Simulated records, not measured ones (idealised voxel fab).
process module | voxel wiring stack
cross-section cut | 220 nm wide | cells 5 nm
A cross-section is a grid of square cells, given in bands from the top down. A band is one or more rows of cells.
Each band's line starts with the height of the band's top and of its bottom, in nm. Then come its materials from left to right, each with its width in nm. One material with "throughout" fills the band from edge to edge. "air" is empty space.
Height 0 is the level under which the wafer as received is all one material. The lowest band goes on downwards, as in "0 down".
A width such as "30 to 40" changes by the same amount from each row of cells to the next, from the band's top row to its bottom row.
"no change" after a step means that no cell of the cross-section changed.
closed voids: empty space of 8 cells or more with no open way to the top, each as width x height at its distance from the left edge, in nm
after a step's settings: what the simulator itself notes on the step
overlay nm, on a step with a mask: how far to the right of its planned place the mask lay; to the left if negative
plan
1 op RECEIVE | material Si
2 op CONFORMAL_DEP | material SiO2 | thk nm 10
3 op CONFORMAL_DEP | material SiN | thk nm 5
4 op DIRECTIONAL_DEP | material lowk | thk nm 15
5 op MASKED_ETCH | tone open | mask id METAL_1 | width nm 20 | pitch nm 50 | etch materials lowk | depth nm 15 | overlay nm 0
6 op MASKED_ETCH | tone open | mask id METAL_1 | width nm 20 | pitch nm 50 | etch materials SiN | depth nm 5 | overlay nm 0
7 op CONFORMAL_DEP | material TiN | thk nm 5
8 op FILL_DEP | material Cu | thk nm 5
9 op CMP | height nm 30
10 op CONFORMAL_DEP | material SiCN | thk nm 5
11 op DIRECTIONAL_DEP | material SiO2 | thk nm 10
12 op MASKED_ETCH | tone open | mask id PLUG_1 | width nm 15 | pitch nm 50 | etch materials SiO2 | depth nm 10 | overlay nm 0
13 op MASKED_ETCH | tone open | mask id PLUG_1 | width nm 15 | pitch nm 50 | etch materials SiCN | depth nm 5 | overlay nm 0
14 op EPI | material Ru | thk nm 10
15 op EPI | material Ru | thk nm 5
16 op DIRECTIONAL_DEP | material TiN | thk nm 5
17 op DIRECTIONAL_DEP | material Ru | thk nm 20
18 op DIRECTIONAL_DEP | material aC | thk nm 15
19 op PATTERN | tone cover | mask id METAL_2 | material resist | width nm 20 | pitch nm 50 | thk nm 30 | overlay nm 0
20 op DIRECTIONAL_ETCH | etch materials aC | depth nm 15
21 op STRIP | etch materials resist
22 op DIRECTIONAL_ETCH | etch materials Ru | depth nm 20
23 op DIRECTIONAL_ETCH | etch materials TiN | depth nm 5
24 op STRIP | etch materials aC
25 op CONFORMAL_DEP | material SiN | thk nm 5
26 op FILL_DEP | material lowk | thk nm 10
27 op CMP | height nm 70
28 op CONFORMAL_DEP | material SiCN | thk nm 5
29 op DIRECTIONAL_DEP | material SiO2 | thk nm 10
30 op PATTERN | tone open | mask id PLUG_2 | material resist | width nm 15 | pitch nm 50 | thk nm 15 | overlay nm 0
31 op DIRECTIONAL_ETCH | etch materials SiO2 | depth nm 10
32 op DIRECTIONAL_ETCH | etch materials SiCN | depth nm 5
33 op STRIP | etch materials resist
34 op EPI | material Ru | thk nm 10
35 op EPI | material Ru | thk nm 5
36 op CONFORMAL_DEP | material SiN | thk nm 5
37 op DIRECTIONAL_DEP | material SiO2 | thk nm 25
38 op PATTERN | tone open | mask id METAL_3 | material resist | width nm 20 | pitch nm 50 | thk nm 15 | overlay nm 0
39 op DIRECTIONAL_ETCH | etch materials SiO2 | depth nm 25
40 op DIRECTIONAL_ETCH | etch materials SiN | depth nm 5
41 op STRIP | etch materials resist
42 op CONFORMAL_DEP | material TiN | thk nm 5
43 op FILL_DEP | material Ru | thk nm 5
44 op CMP | height nm 115
45 op CONFORMAL_DEP | material SiCN | thk nm 5
first wafer, as planned
as received, after step 1
  0 down: Si throughout
  closed voids: none
after step 2
  10 to 0: SiO2 throughout
  below 0: unchanged
after step 3
  15 to 10: SiN throughout
  below 10: unchanged
after step 4
  30 to 15: lowk throughout
  below 15: unchanged
after step 5
  30 to 15: lowk 75 | air 20 | lowk 30 | air 20 | lowk 75
  below 15: unchanged
after step 6
  30 to 15: lowk 75 | air 20 | lowk 30 | air 20 | lowk 75
  15 to 10: SiN 75 | air 20 | SiN 30 | air 20 | SiN 75
  below 10: unchanged
after step 7
  35 to 30: TiN 80 | air 10 | TiN 40 | air 10 | TiN 80
  30 to 15: lowk 75 | TiN 5 | air 10 | TiN 5 | lowk 30 | TiN 5 | air 10 | TiN 5 | lowk 75
  15 to 10: SiN 75 | TiN 20 | SiN 30 | TiN 20 | SiN 75
  below 10: unchanged
after step 8
  40 to 35: Cu throughout
  35 to 30: TiN 80 | Cu 10 | TiN 40 | Cu 10 | TiN 80
  30 to 15: lowk 75 | TiN 5 | Cu 10 | TiN 5 | lowk 30 | TiN 5 | Cu 10 | TiN 5 | lowk 75
  below 15: unchanged
after step 9
  30 to 15: lowk 75 | TiN 5 | Cu 10 | TiN 5 | lowk 30 | TiN 5 | Cu 10 | TiN 5 | lowk 75
  below 15: unchanged
after step 10
  35 to 30: SiCN throughout
  below 30: unchanged
after step 11
  45 to 35: SiO2 throughout
  below 35: unchanged
after step 12
  45 to 35: SiO2 75 | air 15 | SiO2 35 | air 15 | SiO2 80
  below 35: unchanged
after step 13
  45 to 35: SiO2 75 | air 15 | SiO2 35 | air 15 | SiO2 80
  35 to 30: SiCN 75 | air 15 | SiCN 35 | air 15 | SiCN 80
  below 30: unchanged
after step 14
  45 to 40: SiO2 75 | air 15 | SiO2 35 | air 15 | SiO2 80
  40 to 35: SiO2 75 | Ru 15 | SiO2 35 | Ru 15 | SiO2 80
  35 to 30: SiCN 75 | Ru 15 | SiCN 35 | Ru 15 | SiCN 80
  below 30: unchanged
after step 15
  45 to 35: SiO2 75 | Ru 15 | SiO2 35 | Ru 15 | SiO2 80
  below 35: unchanged
after step 16
  50 to 45: TiN throughout
  below 45: unchanged
after step 17
  70 to 50: Ru throughout
  below 50: unchanged
after step 18
  85 to 70: aC throughout
  below 70: unchanged
after step 19
  115 to 85: air 75 | resist 20 | air 30 | resist 20 | air 75
  below 85: unchanged
after step 20
  100 to 85: air 75 | resist 20 | air 30 | resist 20 | air 75
  85 to 70: air 75 | aC 20 | air 30 | aC 20 | air 75
  below 70: unchanged
after step 21
  85 to 70: air 75 | aC 20 | air 30 | aC 20 | air 75
  below 70: unchanged
after step 22
  85 to 70: air 75 | aC 20 | air 30 | aC 20 | air 75
  70 to 50: air 75 | Ru 20 | air 30 | Ru 20 | air 75
  below 50: unchanged
after step 23
  85 to 70: air 75 | aC 20 | air 30 | aC 20 | air 75
  70 to 50: air 75 | Ru 20 | air 30 | Ru 20 | air 75
  50 to 45: air 75 | TiN 20 | air 30 | TiN 20 | air 75
  below 45: unchanged
after step 24
  70 to 50: air 75 | Ru 20 | air 30 | Ru 20 | air 75
  below 50: unchanged
after step 25
  75 to 70: air 70 | SiN 30 | air 20 | SiN 30 | air 70
  70 to 50: air 70 | SiN 5 | Ru 20 | SiN 5 | air 20 | SiN 5 | Ru 20 | SiN 5 | air 70
  50 to 45: SiN 75 | TiN 20 | SiN 30 | TiN 20 | SiN 75
  below 45: unchanged
after step 26
  85 to 75: lowk throughout
  75 to 70: lowk 70 | SiN 30 | lowk 20 | SiN 30 | lowk 70
  70 to 50: lowk 70 | SiN 5 | Ru 20 | SiN 5 | lowk 20 | SiN 5 | Ru 20 | SiN 5 | lowk 70
  below 50: unchanged
after step 27
  70 to 50: lowk 70 | SiN 5 | Ru 20 | SiN 5 | lowk 20 | SiN 5 | Ru 20 | SiN 5 | lowk 70
  below 50: unchanged
after step 28
  75 to 70: SiCN throughout
  below 70: unchanged
after step 29
  85 to 75: SiO2 throughout
  below 75: unchanged
after step 30
  100 to 85: resist 75 | air 15 | resist 35 | air 15 | resist 80
  below 85: unchanged
after step 31
  100 to 85: resist 75 | air 15 | resist 35 | air 15 | resist 80
  85 to 75: SiO2 75 | air 15 | SiO2 35 | air 15 | SiO2 80
  below 75: unchanged
after step 32
  100 to 85: resist 75 | air 15 | resist 35 | air 15 | resist 80
  85 to 75: SiO2 75 | air 15 | SiO2 35 | air 15 | SiO2 80
  75 to 70: SiCN 75 | air 15 | SiCN 35 | air 15 | SiCN 80
  below 70: unchanged
after step 33
  85 to 75: SiO2 75 | air 15 | SiO2 35 | air 15 | SiO2 80
  below 75: unchanged
after step 34
  85 to 80: SiO2 75 | air 15 | SiO2 35 | air 15 | SiO2 80
  80 to 75: SiO2 75 | Ru 15 | SiO2 35 | Ru 15 | SiO2 80
  75 to 70: SiCN 75 | Ru 15 | SiCN 35 | Ru 15 | SiCN 80
  below 70: unchanged
after step 35
  85 to 75: SiO2 75 | Ru 15 | SiO2 35 | Ru 15 | SiO2 80
  below 75: unchanged
after step 36
  90 to 85: SiN throughout
  below 85: unchanged
after step 37
  115 to 90: SiO2 throughout
  below 90: unchanged
after step 38
  130 to 115: resist 75 | air 20 | resist 30 | air 20 | resist 75
  below 115: unchanged
after step 39
  130 to 115: resist 75 | air 20 | resist 30 | air 20 | resist 75
  115 to 90: SiO2 75 | air 20 | SiO2 30 | air 20 | SiO2 75
  below 90: unchanged
after step 40
  130 to 115: resist 75 | air 20 | resist 30 | air 20 | resist 75
  115 to 90: SiO2 75 | air 20 | SiO2 30 | air 20 | SiO2 75
  90 to 85: SiN 75 | air 20 | SiN 30 | air 20 | SiN 75
  below 85: unchanged
after step 41
  115 to 90: SiO2 75 | air 20 | SiO2 30 | air 20 | SiO2 75
  below 90: unchanged
after step 42
  120 to 115: TiN 80 | air 10 | TiN 40 | air 10 | TiN 80
  115 to 90: SiO2 75 | TiN 5 | air 10 | TiN 5 | SiO2 30 | TiN 5 | air 10 | TiN 5 | SiO2 75
  90 to 85: SiN 75 | TiN 20 | SiN 30 | TiN 20 | SiN 75
  below 85: unchanged
after step 43
  125 to 120: Ru throughout
  120 to 115: TiN 80 | Ru 10 | TiN 40 | Ru 10 | TiN 80
  115 to 90: SiO2 75 | TiN 5 | Ru 10 | TiN 5 | SiO2 30 | TiN 5 | Ru 10 | TiN 5 | SiO2 75
  below 90: unchanged
after step 44
  115 to 90: SiO2 75 | TiN 5 | Ru 10 | TiN 5 | SiO2 30 | TiN 5 | Ru 10 | TiN 5 | SiO2 75
  below 90: unchanged
after step 45
  120 to 115: SiCN throughout
  below 115: unchanged
second wafer: like start, like plan, one mistake. Through step 2 it matches the first wafer
when step 3 should have ended
  25 to 10: SiN throughout
  below 10: unchanged
when step 4 should have ended
  40 to 25: lowk throughout
  below 25: unchanged
when step 5 should have ended
  40 to 25: lowk 75 | air 20 | lowk 30 | air 20 | lowk 75
  below 25: unchanged
when step 6 should have ended
  40 to 25: lowk 75 | air 20 | lowk 30 | air 20 | lowk 75
  25 to 20: SiN 75 | air 20 | SiN 30 | air 20 | SiN 75
  below 20: unchanged
when step 7 should have ended
  45 to 40: TiN 80 | air 10 | TiN 40 | air 10 | TiN 80
  40 to 25: lowk 75 | TiN 5 | air 10 | TiN 5 | lowk 30 | TiN 5 | air 10 | TiN 5 | lowk 75
  25 to 20: SiN 75 | TiN 20 | SiN 30 | TiN 20 | SiN 75
  below 20: unchanged
when step 8 should have ended
  50 to 45: Cu throughout
  45 to 40: TiN 80 | Cu 10 | TiN 40 | Cu 10 | TiN 80
  40 to 25: lowk 75 | TiN 5 | Cu 10 | TiN 5 | lowk 30 | TiN 5 | Cu 10 | TiN 5 | lowk 75
  below 25: unchanged
when step 9 should have ended
  30 to 25: lowk 75 | TiN 5 | Cu 10 | TiN 5 | lowk 30 | TiN 5 | Cu 10 | TiN 5 | lowk 75
  below 25: unchanged
when step 10 should have ended
  35 to 30: SiCN throughout
  below 30: unchanged
when step 11 should have ended
  45 to 35: SiO2 throughout
  below 35: unchanged
when step 12 should have ended
  45 to 35: SiO2 75 | air 15 | SiO2 35 | air 15 | SiO2 80
  below 35: unchanged
when step 13 should have ended
  45 to 35: SiO2 75 | air 15 | SiO2 35 | air 15 | SiO2 80
  35 to 30: SiCN 75 | air 15 | SiCN 35 | air 15 | SiCN 80
  below 30: unchanged
when step 14 should have ended
  45 to 40: SiO2 75 | air 15 | SiO2 35 | air 15 | SiO2 80
  40 to 35: SiO2 75 | Ru 15 | SiO2 35 | Ru 15 | SiO2 80
  35 to 30: SiCN 75 | Ru 15 | SiCN 35 | Ru 15 | SiCN 80
  below 30: unchanged
when step 15 should have ended
  45 to 35: SiO2 75 | Ru 15 | SiO2 35 | Ru 15 | SiO2 80
  below 35: unchanged
when step 16 should have ended
  50 to 45: TiN throughout
  below 45: unchanged
when step 17 should have ended
  70 to 50: Ru throughout
  below 50: unchanged
when step 18 should have ended
  85 to 70: aC throughout
  below 70: unchanged
when step 19 should have ended
  115 to 85: air 75 | resist 20 | air 30 | resist 20 | air 75
  below 85: unchanged
when step 20 should have ended
  100 to 85: air 75 | resist 20 | air 30 | resist 20 | air 75
  85 to 70: air 75 | aC 20 | air 30 | aC 20 | air 75
  below 70: unchanged
when step 21 should have ended
  85 to 70: air 75 | aC 20 | air 30 | aC 20 | air 75
  below 70: unchanged
when step 22 should have ended
  85 to 70: air 75 | aC 20 | air 30 | aC 20 | air 75
  70 to 50: air 75 | Ru 20 | air 30 | Ru 20 | air 75
  below 50: unchanged
when step 23 should have ended
  85 to 70: air 75 | aC 20 | air 30 | aC 20 | air 75
  70 to 50: air 75 | Ru 20 | air 30 | Ru 20 | air 75
  50 to 45: air 75 | TiN 20 | air 30 | TiN 20 | air 75
  below 45: unchanged
when step 24 should have ended
  70 to 50: air 75 | Ru 20 | air 30 | Ru 20 | air 75
  below 50: unchanged
when step 25 should have ended
  75 to 70: air 70 | SiN 30 | air 20 | SiN 30 | air 70
  70 to 50: air 70 | SiN 5 | Ru 20 | SiN 5 | air 20 | SiN 5 | Ru 20 | SiN 5 | air 70
  50 to 45: SiN 75 | TiN 20 | SiN 30 | TiN 20 | SiN 75
  below 45: unchanged
when step 26 should have ended
  85 to 75: lowk throughout
  75 to 70: lowk 70 | SiN 30 | lowk 20 | SiN 30 | lowk 70
  70 to 50: lowk 70 | SiN 5 | Ru 20 | SiN 5 | lowk 20 | SiN 5 | Ru 20 | SiN 5 | lowk 70
  below 50: unchanged
when step 27 should have ended
  70 to 50: lowk 70 | SiN 5 | Ru 20 | SiN 5 | lowk 20 | SiN 5 | Ru 20 | SiN 5 | lowk 70
  below 50: unchanged
when step 28 should have ended
  75 to 70: SiCN throughout
  below 70: unchanged
when step 29 should have ended
  85 to 75: SiO2 throughout
  below 75: unchanged
when step 30 should have ended
  100 to 85: resist 75 | air 15 | resist 35 | air 15 | resist 80
  below 85: unchanged
when step 31 should have ended
  100 to 85: resist 75 | air 15 | resist 35 | air 15 | resist 80
  85 to 75: SiO2 75 | air 15 | SiO2 35 | air 15 | SiO2 80
  below 75: unchanged
when step 32 should have ended
  100 to 85: resist 75 | air 15 | resist 35 | air 15 | resist 80
  85 to 75: SiO2 75 | air 15 | SiO2 35 | air 15 | SiO2 80
  75 to 70: SiCN 75 | air 15 | SiCN 35 | air 15 | SiCN 80
  below 70: unchanged
when step 33 should have ended
  85 to 75: SiO2 75 | air 15 | SiO2 35 | air 15 | SiO2 80
  below 75: unchanged
when step 34 should have ended
  85 to 80: SiO2 75 | air 15 | SiO2 35 | air 15 | SiO2 80
  80 to 75: SiO2 75 | Ru 15 | SiO2 35 | Ru 15 | SiO2 80
  75 to 70: SiCN 75 | Ru 15 | SiCN 35 | Ru 15 | SiCN 80
  below 70: unchanged
when step 35 should have ended
  85 to 75: SiO2 75 | Ru 15 | SiO2 35 | Ru 15 | SiO2 80
  below 75: unchanged
when step 36 should have ended
  90 to 85: SiN throughout
  below 85: unchanged
when step 37 should have ended
  115 to 90: SiO2 throughout
  below 90: unchanged
when step 38 should have ended
  130 to 115: resist 75 | air 20 | resist 30 | air 20 | resist 75
  below 115: unchanged
when step 39 should have ended
  130 to 115: resist 75 | air 20 | resist 30 | air 20 | resist 75
  115 to 90: SiO2 75 | air 20 | SiO2 30 | air 20 | SiO2 75
  below 90: unchanged
when step 40 should have ended
  130 to 115: resist 75 | air 20 | resist 30 | air 20 | resist 75
  115 to 90: SiO2 75 | air 20 | SiO2 30 | air 20 | SiO2 75
  90 to 85: SiN 75 | air 20 | SiN 30 | air 20 | SiN 75
  below 85: unchanged
when step 41 should have ended
  115 to 90: SiO2 75 | air 20 | SiO2 30 | air 20 | SiO2 75
  below 90: unchanged
when step 42 should have ended
  120 to 115: TiN 80 | air 10 | TiN 40 | air 10 | TiN 80
  115 to 90: SiO2 75 | TiN 5 | air 10 | TiN 5 | SiO2 30 | TiN 5 | air 10 | TiN 5 | SiO2 75
  90 to 85: SiN 75 | TiN 20 | SiN 30 | TiN 20 | SiN 75
  below 85: unchanged
when step 43 should have ended
  125 to 120: Ru throughout
  120 to 115: TiN 80 | Ru 10 | TiN 40 | Ru 10 | TiN 80
  115 to 90: SiO2 75 | TiN 5 | Ru 10 | TiN 5 | SiO2 30 | TiN 5 | Ru 10 | TiN 5 | SiO2 75
  below 90: unchanged
when step 44 should have ended
  115 to 90: SiO2 75 | TiN 5 | Ru 10 | TiN 5 | SiO2 30 | TiN 5 | Ru 10 | TiN 5 | SiO2 75
  below 90: unchanged
when step 45 should have ended
  120 to 115: SiCN throughout
  below 115: unchanged
what went wrong: step 3 ran as: op CONFORMAL_DEP | material SiN | thk nm 15
at the end the second wafer has, in cells: 8 fewer of Cu | 88 more of SiN | 8 fewer of TiN | 72 fewer of lowk
